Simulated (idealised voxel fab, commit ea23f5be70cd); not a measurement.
Proc. module: voxel capacitor over wiring
This is section cut - it's 155 nm across, gridded in 5 nm square cells.
Cross-section spec: square-cell grid; bands listed top down; each band is one or more rows.
First you get the band's top height and its bottom height, in nm, and then the materials it's made of, left to right, with each width in nm. If you see a single material with "edge to edge", that one covers the band edge to edge. "empty" is empty space.
All heights in this document are referenced to 0, defined as the level beneath which the wafer, as received, consists entirely of one material. The lowest band is not bounded below; it extends indefinitely downward and is written in the form "top 0, no bottom".
Note: "30 to 40" means the width goes from the first number (top row of the band) to the second number (bottom row) in equal steps per row of cells.
What does "nothing changed" mean for a step? It means no cell of the cross-section changed in that step.
Basically, "Unvented cavities" tells you about the enclosed voids: empty spaces with no open way to the top, 8 cells or bigger, each written width x height at distance, where distance is from the left edge, all in nm.
Post-settings text on a step line: simulator's own remark regarding the step.
You can add "overlay nm" to a step's line. For a step with a mask, it describes how far the mask lay to the right of its planned position, and a negative number describes a lay to the left.
STEPS IN THE PROCESS PLAN
1) RECEIVE,material Si
2) CONFORMAL_DEP,material SiO2,thk nm 10
3) CONFORMAL_DEP,material SiCN,thk nm 5
4) DIRECTIONAL_DEP,material SiO2,thk nm 15
5) DIRECTIONAL_DEP,material aC,thk nm 15
6) PATTERN,tone open,mask id METAL_1,material resist,width nm 20,pitch nm 80,thk nm 35,overlay nm 0
7) DIRECTIONAL_ETCH,etch materials aC,depth nm 15
8) STRIP,etch materials resist
9) DIRECTIONAL_ETCH,etch materials SiO2,depth nm 15
10) DIRECTIONAL_ETCH,etch materials SiCN,depth nm 5
11) STRIP,etch materials aC
12) CONFORMAL_DEP,material TiN,thk nm 5
13) FILL_DEP,material Ru,thk nm 5
14) CMP,height nm 30
15) EPI,material Ru,thk nm 5
16) FILL_DEP,material SiCN,thk nm 5
17) DIRECTIONAL_DEP,material lowk,thk nm 10
18) MASKED_ETCH,tone open,mask id PLUG_1,width nm 15,etch materials lowk,depth nm 10,overlay nm 0
19) MASKED_ETCH,tone open,mask id PLUG_1,width nm 15,etch materials SiCN,depth nm 5,overlay nm 0
20) CONFORMAL_DEP,material TiN,thk nm 5
21) FILL_DEP,material W,thk nm 5
22) CMP,height nm 50
23) DIRECTIONAL_DEP,material TiN,thk nm 5
24) DIRECTIONAL_DEP,material HfO2,thk nm 5
25) DIRECTIONAL_DEP,material TiN,thk nm 10
26) DIRECTIONAL_DEP,material aC,thk nm 15
27) PATTERN,tone cover,mask id UPPER_PLATE,material resist,width nm 65,thk nm 30,overlay nm 0
28) DIRECTIONAL_ETCH,etch materials aC,depth nm 15
29) STRIP,etch materials resist
30) DIRECTIONAL_ETCH,etch materials TiN,depth nm 10
31) DIRECTIONAL_ETCH,etch materials HfO2,depth nm 5
32) STRIP,etch materials aC
33) MASKED_ETCH,tone cover,mask id LOWER_PLATE,width nm 75,etch materials TiN,depth nm 5,overlay nm 0
34) FILL_DEP,material SiO2,thk nm 20
35) CMP,height nm 85
36) DIRECTIONAL_DEP,material aC,thk nm 15
37) PATTERN,tone open,mask id PLUG_2,material resist,width nm 15,thk nm 30,overlay nm 0
38) DIRECTIONAL_ETCH,etch materials aC,depth nm 15
39) STRIP,etch materials resist
40) DIRECTIONAL_ETCH,etch materials SiO2,depth nm 15
41) STRIP,etch materials aC
42) CONFORMAL_DEP,material TiN,thk nm 5
43) FILL_DEP,material Cu,thk nm 10
44) CMP,height nm 85
45) CONFORMAL_DEP,material SiN,thk nm 5
CROSS-SECTIONAL VIEW OF THE WAFER IN ITS AS-RECEIVED CONDITION, CORRESPONDING TO THE STATE AFTER STEP 1
	top 0, no bottom = Si edge to edge
	Unvented cavities: none
THE CROSS-SECTION SHOWN CORRESPONDS TO THE WAFER AT THE CONCLUSION OF THE MODULE. THE INITIAL STRUCTURE AND THE PROCESS PLAN ARE THOSE PRESENTED ABOVE; HOWEVER, ONE MISTAKE OCCURRED IN EXECUTING THE PLAN
	top 90, bottom 85 = SiN edge to edge
	top 85, bottom 75 = 40 SiO2  5 TiN  5 Cu  5 TiN  100 SiO2
	top 75, bottom 70 = 40 SiO2  15 TiN  100 SiO2
	top 70, bottom 60 = 30 SiO2  65 TiN  60 SiO2
	top 60, bottom 55 = 30 SiO2  65 HfO2  60 SiO2
	top 55, bottom 50 = 25 SiO2  75 TiN  55 SiO2
	top 50, bottom 40 = aC edge to edge
	top 40, bottom 35 = SiCN edge to edge
	top 35, bottom 30 = 20 SiCN  30 Ru  50 SiCN  30 Ru  25 SiCN
	top 30, bottom 15 = 25 SiO2  5 TiN  10 Ru  5 TiN  60 SiO2  5 TiN  10 Ru  5 TiN  30 SiO2
	top 15, bottom 10 = 25 SiCN  20 TiN  60 SiCN  20 TiN  30 SiCN
	top 10, bottom 0 = SiO2 edge to edge
	top 0, no bottom = Si edge to edge
	Unvented cavities: none
Deviation noted in wafer processing: contrary to plan, step 17 was performed as DIRECTIONAL_DEP,material aC,thk nm 10
